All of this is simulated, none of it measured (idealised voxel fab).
The process module that follows is named voxel fin reveal.
cross-section cut | 205 nm wide | cells 5 nm
Think of the cross-section as a grid of square cells. We describe it in bands, top to bottom, and each band covers one or more rows of those cells. Top, bottom (nm), then materials left to right with widths (nm); lone material tagged "all across" fills the whole band edge to edge; "empty" = empty space. All heights in this document are referenced to 0, defined as the level beneath which the wafer, as received, consists entirely of one material. The lowest band is not bounded below; it extends indefinitely downward and is written in the form "0 -> down". The expression "30..40" gives the width at the extremes of the band, the first number at its top row of cells and the second at its bottom row, with the width changing by equal amounts from each row to the next in between. It should be understood that the words "remained unchanged", when stated for a given step, signify that the cross-section underwent no change in any of its cells during that step. "Voids, sealed" lists enclosed empty spaces (at least 8 cells, no open path upward to the top), each as width x height at distance from the left edge, in nm. Post-settings text on a step line: simulator's own remark regarding the step. "overlay nm" on a masked step: distance the mask lay right of its planned place, negative for left.
-- Process steps - plan
1: RECEIVE: material Si
2: CONFORMAL_DEP: material SiN, thk nm 5
3: DIRECTIONAL_DEP: material aC, thk nm 10
4: PATTERN: tone cover, mask id FINS, material resist, width nm 15, pitch nm 40, thk nm 25, overlay nm 0
5: DIRECTIONAL_ETCH: etch materials aC, depth nm 10
6: STRIP: etch materials resist
7: DIRECTIONAL_ETCH: etch materials SiN, depth nm 5
8: DIRECTIONAL_ETCH: etch materials Si, depth nm 35
9: STRIP: etch materials aC
10: OXIDIZE: depth nm 5
11: FILL_DEP: material SiO2, thk nm 5
12: CMP: height nm 5
13: SELECTIVE_ETCH: etch materials SiO2, depth nm 15
14: STRIP: etch materials SiN
15: CONFORMAL_DEP: material SiO2, thk nm 5
-- So this is the incoming wafer in cross-section - it's already been through step 1
- 0 -> down | Si all across
- Voids, sealed: none
-- Module complete - cross-section of the first of two wafers, run according to plan
- 5 -> 0 | empty (35), SiO2 (15), empty (25), SiO2 (15), empty (25), SiO2 (15), empty (25), SiO2 (15), empty (35)
- 0 -> -5 | empty (35), SiO2 (5), Si (5), SiO2 (5), empty (25), SiO2 (5), Si (5), SiO2 (5), empty (25), SiO2 (5), Si (5), SiO2 (5), empty (25), SiO2 (5), Si (5), SiO2 (5), empty (35)
- -5 -> -40 | SiO2 (40), Si (5), SiO2 (35), Si (5), SiO2 (35), Si (5), SiO2 (35), Si (5), SiO2 (40)
- -40 -> down | Si all across
- Voids, sealed: none
-- The second wafer, shown in cross-section after the module: started the same way as the first and given the same plan, yet one mistake crept into how it was run
- 5 -> 0 | empty (30), SiO2 (25), empty (15), SiO2 (25), empty (15), SiO2 (25), empty (15), SiO2 (25), empty (30)
- 0 -> -30 | empty (30), SiO2 (10), Si (5), SiO2 (10), empty (15), SiO2 (10), Si (5), SiO2 (10), empty (15), SiO2 (10), Si (5), SiO2 (10), empty (15), SiO2 (10), Si (5), SiO2 (10), empty (30)
- -30 -> -40 | SiO2 (40), Si (5), SiO2 (35), Si (5), SiO2 (35), Si (5), SiO2 (35), Si (5), SiO2 (40)
- -40 -> down | Si all across
- Voids, sealed: none
Deviation noted in wafer processing: rather than as planned, step 11 actually ran as FILL_DEP: material SiN, thk nm 5
FYI, end of process, the second wafer has more or fewer cells of some materials than the first: SiO2 -89
